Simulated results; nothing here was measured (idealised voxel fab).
Name of the process module below: voxel trench capacitor
cross-section cut | 210 nm wide | cells 5 nm
A cross-section is written here as square cells arranged in a grid, and it is given in bands from the top down, each band taking up one or more rows of cells.
A band entry consists of two parts. The first gives the height of the band's top and the height of its bottom, in nm. The rest lists the band's materials from left to right, each with its width in nm. A single material labelled with the word "full width" fills the band from edge to edge, and the word "air" marks empty space.
All heights in this document are referenced to 0, defined as the level beneath which the wafer, as received, consists entirely of one material. The lowest band is not bounded below; it extends indefinitely downward and is written in the form "top 0, no bottom".
Think of "30 to 40" as a width that walks from the first number to the second as you go down the band, top row to bottom row, taking equal-sized steps from row to row.
Any step labelled "nothing was modified" changed none of the cells in the cross-section.
Empty spaces without an open route to the top, at least 8 cells in extent, make up the entry "Closed void table"; each is given as width x height at distance, where the distance is measured from the left edge, and all are in nm.
That trailing text on a step's line, after the settings, is the simulator's own remark on the step.
overlay nm: step with mask; distance mask lay right of planned place; negative value = left of planned place.

# Planned process steps
1: RECEIVE (material Si)
2: CONFORMAL_DEP (material SiN; thk nm 10)
3: DIRECTIONAL_DEP (material aC; thk nm 10)
4: PATTERN (tone open; mask id TRENCH; material resist; width nm 15; pitch nm 30; thk nm 30; overlay nm 0)
5: DIRECTIONAL_ETCH (etch materials aC; depth nm 10)
6: STRIP (etch materials resist)
7: DIRECTIONAL_ETCH (etch materials SiN; depth nm 10)
8: DIRECTIONAL_ETCH (etch materials Si; depth nm 30)
9: STRIP (etch materials aC)
10: CONFORMAL_DEP (material SiO2; thk nm 5)
11: FILL_DEP (material polySi; thk nm 10)
12: CMP (height nm 10)

# Delivered wafer in cross-section: state after step 1
  top 0, no bottom | Si full width
  Closed void table: none

# First of two wafers at the end of the module, shown in cross-section; run carried out as planned
  top 10, bottom 0 | 65 nm SiN | 5 nm SiO2 | 5 nm polySi | 5 nm SiO2 | 15 nm SiN | 5 nm SiO2 | 5 nm polySi | 5 nm SiO2 | 15 nm SiN | 5 nm SiO2 | 5 nm polySi | 5 nm SiO2 | 70 nm SiN
  top 0, bottom -25 | 65 nm Si | 5 nm SiO2 | 5 nm polySi | 5 nm SiO2 | 15 nm Si | 5 nm SiO2 | 5 nm polySi | 5 nm SiO2 | 15 nm Si | 5 nm SiO2 | 5 nm polySi | 5 nm SiO2 | 70 nm Si
  top -25, bottom -30 | 65 nm Si | 15 nm SiO2 | 15 nm Si | 15 nm SiO2 | 15 nm Si | 15 nm SiO2 | 70 nm Si
  top -30, no bottom | Si full width
  Closed void table: none

# Cross-sectional image of the second wafer of the two following completion of the module. Starting state and process plan were the same as for the first wafer; one execution error occurred
  top 10, bottom 0 | 55 nm SiN | 5 nm SiO2 | 5 nm polySi | 5 nm SiO2 | 15 nm SiN | 5 nm SiO2 | 5 nm polySi | 5 nm SiO2 | 15 nm SiN | 5 nm SiO2 | 5 nm polySi | 5 nm SiO2 | 80 nm SiN
  top 0, bottom -25 | 55 nm Si | 5 nm SiO2 | 5 nm polySi | 5 nm SiO2 | 15 nm Si | 5 nm SiO2 | 5 nm polySi | 5 nm SiO2 | 15 nm Si | 5 nm SiO2 | 5 nm polySi | 5 nm SiO2 | 80 nm Si
  top -25, bottom -30 | 55 nm Si | 15 nm SiO2 | 15 nm Si | 15 nm SiO2 | 15 nm Si | 15 nm SiO2 | 80 nm Si
  top -30, no bottom | Si full width
  Closed void table: none
Plan not followed: step 4 ran with different settings than intended, the actual operation and settings being PATTERN (tone open; mask id TRENCH; material resist; width nm 15; pitch nm 30; thk nm 30; overlay nm -10)
By the end, you'd get the same cell count for each material on either wafer, but the second wafer puts them somewhere else.
